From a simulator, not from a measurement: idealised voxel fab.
Process module heading - voxel gate over fins
Section shown: cut. Width: 290 nm. Cell size: 5 nm, square.
Bands, listed from the top down, are how a cross-section gets written in this document; the cross-section itself is a grid of square cells, and a band is one or more rows of them.
Top, bottom (nm), then materials left to right with widths (nm); lone material tagged "full width" fills the whole band edge to edge; "blank" = empty space.
Where do heights start? At 0: under that level the wafer as delivered is made of one material only. And the lowest band has no floor; it just carries on downward, as in "0 and below".
Quick explanation for "30->40": the width changes in equal steps down the rows of cells, from the first number in the band's top row to the second number in its bottom row.
It should be understood that the words "no change", when stated for a given step, signify that the cross-section underwent no change in any of its cells during that step.
So "Closed void register" is basically the list of trapped voids: any empty space of 8 cells or more that can't reach the top through an opening. They're written width x height at distance, the distance being from the left edge, and it's all nm.
What comes after the settings on a step's line is commentary from the simulator itself on that step.
"overlay nm" denotes, for a step that has a mask, the displacement of the mask to the right of its planned place, with negative values corresponding to the left.
### Steps planned for the process
1 RECEIVE: material Si
2 CONFORMAL_DEP: material SiN, thk nm 5
3 PATTERN: tone cover, mask id FINS, material resist, width nm 15, pitch nm 45, thk nm 15, overlay nm 0
4 DIRECTIONAL_ETCH: etch materials SiN, depth nm 5
5 DIRECTIONAL_ETCH: etch materials Si, depth nm 30
6 STRIP: etch materials resist
7 OXIDIZE: depth nm 5
8 FILL_DEP: material SiO2, thk nm 5
9 CMP: height nm 5
10 SELECTIVE_ETCH: etch materials SiO2, depth nm 15
11 STRIP: etch materials SiN
12 CONFORMAL_DEP: material HfO2, thk nm 5
13 CONFORMAL_DEP: material TiN, thk nm 5
14 FILL_DEP: material W, thk nm 15
15 CMP: height nm 20
16 CONFORMAL_DEP: material SiCN, thk nm 10
### First of two wafers: run as planned
### Incoming wafer, cross-sectional view, post step 1
0 and below = Si full width
Closed void register: none
### State of the wafer after step 2, shown in cross-section
5 down to 0 = SiN full width
Rest of section, below 0: as before.
### State of the wafer after step 3, shown in cross-section
20 down to 5 = 90 nm blank, then 15 nm resist, then 30 nm blank, then 15 nm resist, then 30 nm blank, then 15 nm resist, then 95 nm blank
Rest of section, below 5: as before.
### State of the wafer after step 4, shown in cross-section
20 down to 5 = 90 nm blank, then 15 nm resist, then 30 nm blank, then 15 nm resist, then 30 nm blank, then 15 nm resist, then 95 nm blank
5 down to 0 = 90 nm blank, then 15 nm SiN, then 30 nm blank, then 15 nm SiN, then 30 nm blank, then 15 nm SiN, then 95 nm blank
Rest of section, below 0: as before.
### State of the wafer after step 5, shown in cross-section
20 down to 5 = 90 nm blank, then 15 nm resist, then 30 nm blank, then 15 nm resist, then 30 nm blank, then 15 nm resist, then 95 nm blank
5 down to 0 = 90 nm blank, then 15 nm SiN, then 30 nm blank, then 15 nm SiN, then 30 nm blank, then 15 nm SiN, then 95 nm blank
0 down to -30 = 90 nm blank, then 15 nm Si, then 30 nm blank, then 15 nm Si, then 30 nm blank, then 15 nm Si, then 95 nm blank
Rest of section, below -30: as before.
### State of the wafer after step 6, shown in cross-section
5 down to 0 = 90 nm blank, then 15 nm SiN, then 30 nm blank, then 15 nm SiN, then 30 nm blank, then 15 nm SiN, then 95 nm blank
Rest of section, below 0: as before.
### State of the wafer after step 7, shown in cross-section
5 down to 0 = 90 nm blank, then 15 nm SiN, then 30 nm blank, then 15 nm SiN, then 30 nm blank, then 15 nm SiN, then 95 nm blank
0 down to -30 = 90 nm blank, then 5 nm SiO2, then 5 nm Si, then 5 nm SiO2, then 30 nm blank, then 5 nm SiO2, then 5 nm Si, then 5 nm SiO2, then 30 nm blank, then 5 nm SiO2, then 5 nm Si, then 5 nm SiO2, then 95 nm blank
-30 down to -35 = 95 nm SiO2, then 5 nm Si, then 40 nm SiO2, then 5 nm Si, then 40 nm SiO2, then 5 nm Si, then 100 nm SiO2
Rest of section, below -35: as before.
### State of the wafer after step 8, shown in cross-section
10 down to 5 = SiO2 full width
5 down to 0 = 90 nm SiO2, then 15 nm SiN, then 30 nm SiO2, then 15 nm SiN, then 30 nm SiO2, then 15 nm SiN, then 95 nm SiO2
0 down to -35 = 95 nm SiO2, then 5 nm Si, then 40 nm SiO2, then 5 nm Si, then 40 nm SiO2, then 5 nm Si, then 100 nm SiO2
Rest of section, below -35: as before.
### State of the wafer after step 9, shown in cross-section
5 down to 0 = 90 nm SiO2, then 15 nm SiN, then 30 nm SiO2, then 15 nm SiN, then 30 nm SiO2, then 15 nm SiN, then 95 nm SiO2
Rest of section, below 0: as before.
### State of the wafer after step 10, shown in cross-section
5 down to 0 = 90 nm blank, then 15 nm SiN, then 30 nm blank, then 15 nm SiN, then 30 nm blank, then 15 nm SiN, then 95 nm blank
0 down to -10 = 95 nm blank, then 5 nm Si, then 40 nm blank, then 5 nm Si, then 40 nm blank, then 5 nm Si, then 100 nm blank
Rest of section, below -10: as before.
### State of the wafer after step 11, shown in cross-section
0 down to -10 = 95 nm blank, then 5 nm Si, then 40 nm blank, then 5 nm Si, then 40 nm blank, then 5 nm Si, then 100 nm blank
Rest of section, below -10: as before.
### State of the wafer after step 12, shown in cross-section
5 down to 0 = 90 nm blank, then 15 nm HfO2, then 30 nm blank, then 15 nm HfO2, then 30 nm blank, then 15 nm HfO2, then 95 nm blank
0 down to -5 = 90 nm blank, then 5 nm HfO2, then 5 nm Si, then 5 nm HfO2, then 30 nm blank, then 5 nm HfO2, then 5 nm Si, then 5 nm HfO2, then 30 nm blank, then 5 nm HfO2, then 5 nm Si, then 5 nm HfO2, then 95 nm blank
-5 down to -10 = 95 nm HfO2, then 5 nm Si, then 40 nm HfO2, then 5 nm Si, then 40 nm HfO2, then 5 nm Si, then 100 nm HfO2
Rest of section, below -10: as before.
### State of the wafer after step 13, shown in cross-section
10 down to 5 = 85 nm blank, then 25 nm TiN, then 20 nm blank, then 25 nm TiN, then 20 nm blank, then 25 nm TiN, then 90 nm blank
5 down to 0 = 85 nm blank, then 5 nm TiN, then 15 nm HfO2, then 5 nm TiN, then 20 nm blank, then 5 nm TiN, then 15 nm HfO2, then 5 nm TiN, then 20 nm blank, then 5 nm TiN, then 15 nm HfO2, then 5 nm TiN, then 90 nm blank
0 down to -5 = 90 nm TiN, then 5 nm HfO2, then 5 nm Si, then 5 nm HfO2, then 30 nm TiN, then 5 nm HfO2, then 5 nm Si, then 5 nm HfO2, then 30 nm TiN, then 5 nm HfO2, then 5 nm Si, then 5 nm HfO2, then 95 nm TiN
Rest of section, below -5: as before.
### State of the wafer after step 14, shown in cross-section
25 down to 10 = W full width
10 down to 5 = 85 nm W, then 25 nm TiN, then 20 nm W, then 25 nm TiN, then 20 nm W, then 25 nm TiN, then 90 nm W
5 down to 0 = 85 nm W, then 5 nm TiN, then 15 nm HfO2, then 5 nm TiN, then 20 nm W, then 5 nm TiN, then 15 nm HfO2, then 5 nm TiN, then 20 nm W, then 5 nm TiN, then 15 nm HfO2, then 5 nm TiN, then 90 nm W
Rest of section, below 0: as before.
### State of the wafer after step 15, shown in cross-section
20 down to 10 = W full width
Rest of section, below 10: as before.
### State of the wafer after step 16, shown in cross-section
30 down to 20 = SiCN full width
Rest of section, below 20: as before.
### Okay, second wafer. Nothing different at the start, nothing different in the plan, just one mistake somewhere in the running. As far as step 11, counting that step, it's the first wafer all over again
### Cross-section: second wafer, time at which step 12 was scheduled to end
5 down to 0 = 90 nm blank, then 15 nm TiN, then 30 nm blank, then 15 nm TiN, then 30 nm blank, then 15 nm TiN, then 95 nm blank
0 down to -5 = 90 nm blank, then 5 nm TiN, then 5 nm Si, then 5 nm TiN, then 30 nm blank, then 5 nm TiN, then 5 nm Si, then 5 nm TiN, then 30 nm blank, then 5 nm TiN, then 5 nm Si, then 5 nm TiN, then 95 nm blank
-5 down to -10 = 95 nm TiN, then 5 nm Si, then 40 nm TiN, then 5 nm Si, then 40 nm TiN, then 5 nm Si, then 100 nm TiN
Rest of section, below -10: as before.
### Cross-section: second wafer, time at which step 13 was scheduled to end
10 down to 5 = 85 nm blank, then 25 nm HfO2, then 20 nm blank, then 25 nm HfO2, then 20 nm blank, then 25 nm HfO2, then 90 nm blank
5 down to 0 = 85 nm blank, then 5 nm HfO2, then 15 nm TiN, then 5 nm HfO2, then 20 nm blank, then 5 nm HfO2, then 15 nm TiN, then 5 nm HfO2, then 20 nm blank, then 5 nm HfO2, then 15 nm TiN, then 5 nm HfO2, then 90 nm blank
0 down to -5 = 90 nm HfO2, then 5 nm TiN, then 5 nm Si, then 5 nm TiN, then 30 nm HfO2, then 5 nm TiN, then 5 nm Si, then 5 nm TiN, then 30 nm HfO2, then 5 nm TiN, then 5 nm Si, then 5 nm TiN, then 95 nm HfO2
Rest of section, below -5: as before.
### Cross-section: second wafer, time at which step 14 was scheduled to end
25 down to 10 = W full width
10 down to 5 = 85 nm W, then 25 nm HfO2, then 20 nm W, then 25 nm HfO2, then 20 nm W, then 25 nm HfO2, then 90 nm W
5 down to 0 = 85 nm W, then 5 nm HfO2, then 15 nm TiN, then 5 nm HfO2, then 20 nm W, then 5 nm HfO2, then 15 nm TiN, then 5 nm HfO2, then 20 nm W, then 5 nm HfO2, then 15 nm TiN, then 5 nm HfO2, then 90 nm W
Rest of section, below 0: as before.
### Cross-section: second wafer, time at which step 15 was scheduled to end
20 down to 10 = W full width
Rest of section, below 10: as before.
### Cross-section: second wafer, time at which step 16 was scheduled to end
30 down to 20 = SiCN full width
Rest of section, below 20: as before.
Want to know what went wrong? mixed up steps 12 and 13 - ran each in the other's place
When the process is done, the second wafer contains the same cell count of every material as the first wafer, but distributed over other locations.
